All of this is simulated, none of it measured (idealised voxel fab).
The process module presented herein is designated voxel quadruple lines.
Square cell edge 5 nm, section width 300 nm, ID cut.
Think of the cross-section as a grid of square cells. We describe it in bands, top to bottom, and each band covers one or more rows of those cells.
Heights first: top, then bottom, in nm. Then materials, left to right, each with a width in nm. "everywhere" on a single material: fills the band edge to edge. "empty": empty space.
Zero point of the height axis is 0; under it, received wafer = one material. Lowest band: continues down indefinitely, "z 0 and below".
It should be noted that a width expressed as "30..40" varies in equal increments from row to row of cells within the band, taking the value of the first number at the top row and that of the second number at the bottom row.
A step reported as "left unchanged" is a step in which no cell of the cross-section changed.
Entry "Closed voids list" = empty spaces >= 8 cells with no open way to the top; each as width x height at distance, distance from left edge, all nm.
Whatever follows a step's settings on its line is a remark the simulator itself makes about that step.
For masked steps, "overlay nm" on the step line gives how far right of plan the mask actually lay; a minus sign means it lay to the left.

### These are the steps we planned for the process
| 1 | RECEIVE (material Si) |
| 2 | CONFORMAL_DEP (material Al2O3; thk nm 5) |
| 3 | DIRECTIONAL_DEP (material W; thk nm 10) |
| 4 | DIRECTIONAL_DEP (material polySi; thk nm 15) |
| 5 | DIRECTIONAL_DEP (material aC; thk nm 25) |
| 6 | PATTERN (tone cover; mask id MANDREL; material resist; width nm 35; thk nm 35; overlay nm -15) |
| 7 | DIRECTIONAL_ETCH (etch materials aC; depth nm 25) |
| 8 | STRIP (etch materials resist) |
| 9 | CONFORMAL_DEP (material SiO2; thk nm 15) |
| 10 | DIRECTIONAL_ETCH (etch materials SiO2; depth nm 15) |
| 11 | STRIP (etch materials aC) |
| 12 | DIRECTIONAL_ETCH (etch materials polySi; depth nm 15) |
| 13 | STRIP (etch materials SiO2) |
| 14 | CONFORMAL_DEP (material SiN; thk nm 10) |
| 15 | DIRECTIONAL_ETCH (etch materials SiN; depth nm 10) |
| 16 | STRIP (etch materials polySi) |
| 17 | DIRECTIONAL_ETCH (etch materials W; depth nm 10) |
| 18 | STRIP (etch materials SiN) |
All wafers enter the flow in the same state. The overlay nm at step 6 differs from wafer to wafer, and the plan gives the value for the first wafer.

### First of several wafers (as received, post step 1), cross-sectional view
* z 0 and below = Si everywhere
* Closed voids list: none

### Below is a per-wafer table. In it, each row describes the wafer at the end of the module by giving, for each material, the number of cells gained (+) or lost (-) since the wafer was received, and after that the closed voids of the wafer
overlay nm -15, +60 Al2O3, +16 W, Closed voids list: none
overlay nm -10, +60 Al2O3, +16 W, Closed voids list: none
overlay nm -5, +60 Al2O3, +16 W, Closed voids list: none
overlay nm 0, +60 Al2O3, +16 W, Closed voids list: none
overlay nm 5, +60 Al2O3, +16 W, Closed voids list: none
overlay nm 10, +60 Al2O3, +16 W, Closed voids list: none
overlay nm 15, +60 Al2O3, +16 W, Closed voids list: none
